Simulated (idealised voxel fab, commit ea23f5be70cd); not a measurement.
Proc. module: voxel double patterning
Shown is cross-section cut, with a width of 230 nm and square cells of size 5 nm.
Bands, listed from the top down, are how a cross-section gets written in this document; the cross-section itself is a grid of square cells, and a band is one or more rows of them. Heights first: top, then bottom, in nm. Then materials, left to right, each with a width in nm. "full width" on a single material: fills the band edge to edge. "air": empty space. Heights are reckoned from 0. Under this level, the received wafer is all of one material. The bottommost band is open-ended downward, for example "z 0 and below". You'd read "30 to 40" like this: the band's top row of cells is as wide as the first number, its bottom row is as wide as the second, and going down, every row changes width by the same amount as the row before did. Step note "left unchanged" = no cross-section cell changed. Voids not open to the top, 8 cells minimum: see "Unvented internal voids". Written width x height at distance; distance is from the left edge; nm. Text after the settings on a step's line: the simulator's own remark on that step. On any step carrying a mask, the "overlay nm" setting, if present on the step's line, tells how far right of its planned place the mask lay; negative values point to the left.
These are the steps we planned for the process:
1,RECEIVE (material Si)
2,CONFORMAL_DEP (material SiO2; thk nm 5)
3,DIRECTIONAL_DEP (material TiN; thk nm 10)
4,DIRECTIONAL_DEP (material SiCN; thk nm 5)
5,DIRECTIONAL_DEP (material aC; thk nm 15)
6,PATTERN (tone open; mask id FIRST; material resist; width nm 15; pitch nm 50; thk nm 30; overlay nm -15)
7,DIRECTIONAL_ETCH (etch materials aC; depth nm 15)
8,STRIP (etch materials resist)
9,DIRECTIONAL_ETCH (etch materials SiCN; depth nm 5)
10,STRIP (etch materials aC)
11,MASKED_ETCH (tone open; mask id SECOND; width nm 15; etch materials SiCN; depth nm 5; overlay nm 0)
12,DIRECTIONAL_ETCH (etch materials TiN; depth nm 10)
13,STRIP (etch materials SiCN)
Wafers differ in overlay nm at step 6; plan lists the first wafer's value; identical starting state.
This is how the first of several wafers looked in cross-section when it arrived, which is after step 1:
- z 0 and below = Si full width
- Unvented internal voids: none
The following table contains a row per wafer, in which are reported, at the conclusion of the module, the cells of each material gained (+) or lost (-) since the wafer's receipt, with its closed voids given thereafter:
overlay nm -15 | +46 SiO2 | +76 TiN | Unvented internal voids: none
overlay nm -10 | +46 SiO2 | +74 TiN | Unvented internal voids: none
overlay nm -5 | +46 SiO2 | +74 TiN | Unvented internal voids: none
overlay nm 0 | +46 SiO2 | +74 TiN | Unvented internal voids: none
overlay nm 5 | +46 SiO2 | +74 TiN | Unvented internal voids: none
overlay nm 10 | +46 SiO2 | +74 TiN | Unvented internal voids: none
overlay nm 15 | +46 SiO2 | +76 TiN | Unvented internal voids: none
